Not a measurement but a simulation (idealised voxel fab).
Module name: voxel wiring stack (process module)
Cross-sectional view cut (width: 285 nm; square cell size: 5 nm).
Heads up, the way a cross-section reads in here is a grid of square cells, handed over as bands from the top down, with every band being one or more rows of cells.
It is stipulated that each band's entry specify, in nanometres, the height of the top of the band and then that of its bottom, followed by the materials of the band in left-to-right sequence, each together with its width in nanometres. A single material marked by the word "everywhere" is understood to fill the band from edge to edge; the word "empty" is understood to denote empty space.
Heights from 0 (as-received wafer is one material below). Bottom band endless downward, as "z 0 and below".
The width entry "30->40" should be interpreted row by row: the top row of cells in the band takes the first number, the bottom row takes the second number, and the change between adjacent rows is uniform throughout.
The cross-section has no changed cell in any step marked "nothing got changed".
In "Sealed cavities" the enclosed voids are listed, meaning empty spaces of 8 cells or larger without any opening to the top. The form is width x height at distance, distance from the left edge, units nm.
Step line, after settings: the simulator's comment on this step.
overlay nm: mask right of planned place by this much (step with mask). Neg. = left.
Steps in the process plan:
- 1: RECEIVE | material Si
- 2: CONFORMAL_DEP | material SiO2 | thk nm 15
- 3: DIRECTIONAL_DEP | material TiN | thk nm 5
- 4: DIRECTIONAL_DEP | material Ru | thk nm 15
- 5: MASKED_ETCH | tone cover | mask id METAL_1 | width nm 20 | pitch nm 40 | etch materials Ru | depth nm 15 | overlay nm -15
- 6: MASKED_ETCH | tone cover | mask id METAL_1 | width nm 20 | pitch nm 40 | etch materials TiN | depth nm 5 | overlay nm 0
- 7: CONFORMAL_DEP | material SiN | thk nm 5
- 8: FILL_DEP | material SiO2 | thk nm 5
- 9: CMP | height nm 35
- 10: CONFORMAL_DEP | material SiCN | thk nm 5
- 11: DIRECTIONAL_DEP | material SiO2 | thk nm 30
- 12: MASKED_ETCH | tone open | mask id METAL_2 | width nm 20 | pitch nm 40 | etch materials SiO2 | depth nm 20 | overlay nm 0
- 13: MASKED_ETCH | tone open | mask id METAL_2_HOLES | width nm 15 | pitch nm 40 | etch materials SiO2 | depth nm 10 | overlay nm 0
- 14: MASKED_ETCH | tone open | mask id METAL_2_HOLES | width nm 15 | pitch nm 40 | etch materials SiCN | depth nm 5 | overlay nm 0
- 15: CONFORMAL_DEP | material TiN | thk nm 5
- 16: FILL_DEP | material Ru | thk nm 10
- 17: CMP | height nm 70
- 18: CONFORMAL_DEP | material SiCN | thk nm 5
varied across the wafers: overlay nm of step 5. The plan shows the first wafer's value. All wafers start alike
Here's the first of the wafers in cross-section, just as we got it, i.e. after step 1:
z 0 and below: Si everywhere
Sealed cavities: none
Quick look at the cross-section of the first of several wafers after step 18, which wraps up the module:
z 75 to 70: SiCN everywhere
z 70 to 55: SiO2 70 nm, TiN 5 nm, Ru 10 nm, TiN 5 nm, SiO2 20 nm, TiN 5 nm, Ru 10 nm, TiN 5 nm, SiO2 20 nm, TiN 5 nm, Ru 10 nm, TiN 5 nm, SiO2 20 nm, TiN 5 nm, Ru 10 nm, TiN 5 nm, SiO2 75 nm
z 55 to 50: SiO2 70 nm, TiN 5 nm, Ru 5 nm, TiN 10 nm, SiO2 20 nm, TiN 5 nm, Ru 5 nm, TiN 10 nm, SiO2 20 nm, TiN 5 nm, Ru 5 nm, TiN 10 nm, SiO2 20 nm, TiN 5 nm, Ru 5 nm, TiN 10 nm, SiO2 75 nm
z 50 to 40: SiO2 70 nm, TiN 5 nm, Ru 5 nm, TiN 5 nm, SiO2 25 nm, TiN 5 nm, Ru 5 nm, TiN 5 nm, SiO2 25 nm, TiN 5 nm, Ru 5 nm, TiN 5 nm, SiO2 25 nm, TiN 5 nm, Ru 5 nm, TiN 5 nm, SiO2 80 nm
z 40 to 35: SiCN 70 nm, TiN 15 nm, SiCN 25 nm, TiN 15 nm, SiCN 25 nm, TiN 15 nm, SiCN 25 nm, TiN 15 nm, SiCN 80 nm
z 35 to 25: SiO2 50 nm, SiN 5 nm, Ru 20 nm, SiN 5 nm, SiO2 10 nm, SiN 5 nm, Ru 20 nm, SiN 5 nm, SiO2 10 nm, SiN 5 nm, Ru 20 nm, SiN 5 nm, SiO2 10 nm, SiN 5 nm, Ru 20 nm, SiN 5 nm, SiO2 85 nm
z 25 to 20: SiO2 50 nm, SiN 5 nm, Ru 20 nm, SiN 20 nm, Ru 20 nm, SiN 20 nm, Ru 20 nm, SiN 20 nm, Ru 20 nm, SiN 20 nm, SiO2 70 nm
z 20 to 15: SiN 55 nm, TiN 35 nm, SiN 5 nm, TiN 35 nm, SiN 5 nm, TiN 35 nm, SiN 5 nm, TiN 35 nm, SiN 75 nm
z 15 to 0: SiO2 everywhere
z 0 and below: Si everywhere
Sealed cavities: none
So this is the cross-section on the last wafer at the end of the module:
z 75 to 70: SiCN everywhere
z 70 to 55: SiO2 70 nm, TiN 5 nm, Ru 10 nm, TiN 5 nm, SiO2 20 nm, TiN 5 nm, Ru 10 nm, TiN 5 nm, SiO2 20 nm, TiN 5 nm, Ru 10 nm, TiN 5 nm, SiO2 20 nm, TiN 5 nm, Ru 10 nm, TiN 5 nm, SiO2 75 nm
z 55 to 50: SiO2 70 nm, TiN 5 nm, Ru 5 nm, TiN 10 nm, SiO2 20 nm, TiN 5 nm, Ru 5 nm, TiN 10 nm, SiO2 20 nm, TiN 5 nm, Ru 5 nm, TiN 10 nm, SiO2 20 nm, TiN 5 nm, Ru 5 nm, TiN 10 nm, SiO2 75 nm
z 50 to 40: SiO2 70 nm, TiN 5 nm, Ru 5 nm, TiN 5 nm, SiO2 25 nm, TiN 5 nm, Ru 5 nm, TiN 5 nm, SiO2 25 nm, TiN 5 nm, Ru 5 nm, TiN 5 nm, SiO2 25 nm, TiN 5 nm, Ru 5 nm, TiN 5 nm, SiO2 80 nm
z 40 to 35: SiCN 70 nm, TiN 15 nm, SiCN 25 nm, TiN 15 nm, SiCN 25 nm, TiN 15 nm, SiCN 25 nm, TiN 15 nm, SiCN 80 nm
z 35 to 25: SiO2 80 nm, SiN 5 nm, Ru 20 nm, SiN 5 nm, SiO2 10 nm, SiN 5 nm, Ru 20 nm, SiN 5 nm, SiO2 10 nm, SiN 5 nm, Ru 20 nm, SiN 5 nm, SiO2 10 nm, SiN 5 nm, Ru 20 nm, SiN 5 nm, SiO2 55 nm
z 25 to 20: SiO2 65 nm, SiN 20 nm, Ru 20 nm, SiN 20 nm, Ru 20 nm, SiN 20 nm, Ru 20 nm, SiN 20 nm, Ru 20 nm, SiN 5 nm, SiO2 55 nm
z 20 to 15: SiN 70 nm, TiN 35 nm, SiN 5 nm, TiN 35 nm, SiN 5 nm, TiN 35 nm, SiN 5 nm, TiN 35 nm, SiN 60 nm
z 15 to 0: SiO2 everywhere
z 0 and below: Si everywhere
Sealed cavities: none
The rows of the table below are wafers. Looking at the end of the module, a row counts, for every material, the cells the wafer has gained, shown as (+), or lost, shown as (-), since it was received; its closed voids come next:
overlay nm -15 | +84 Ru | +102 SiCN | +62 SiN | +515 SiO2 | +92 TiN | Sealed cavities: none
overlay nm -10 | +84 Ru | +102 SiCN | +65 SiN | +516 SiO2 | +88 TiN | Sealed cavities: none
overlay nm -5 | +84 Ru | +102 SiCN | +65 SiN | +520 SiO2 | +84 TiN | Sealed cavities: none
overlay nm 0 | +84 Ru | +102 SiCN | +65 SiN | +524 SiO2 | +80 TiN | Sealed cavities: none
overlay nm 5 | +84 Ru | +102 SiCN | +65 SiN | +520 SiO2 | +84 TiN | Sealed cavities: none
overlay nm 10 | +84 Ru | +102 SiCN | +65 SiN | +516 SiO2 | +88 TiN | Sealed cavities: none
overlay nm 15 | +84 Ru | +102 SiCN | +62 SiN | +515 SiO2 | +92 TiN | Sealed cavities: none
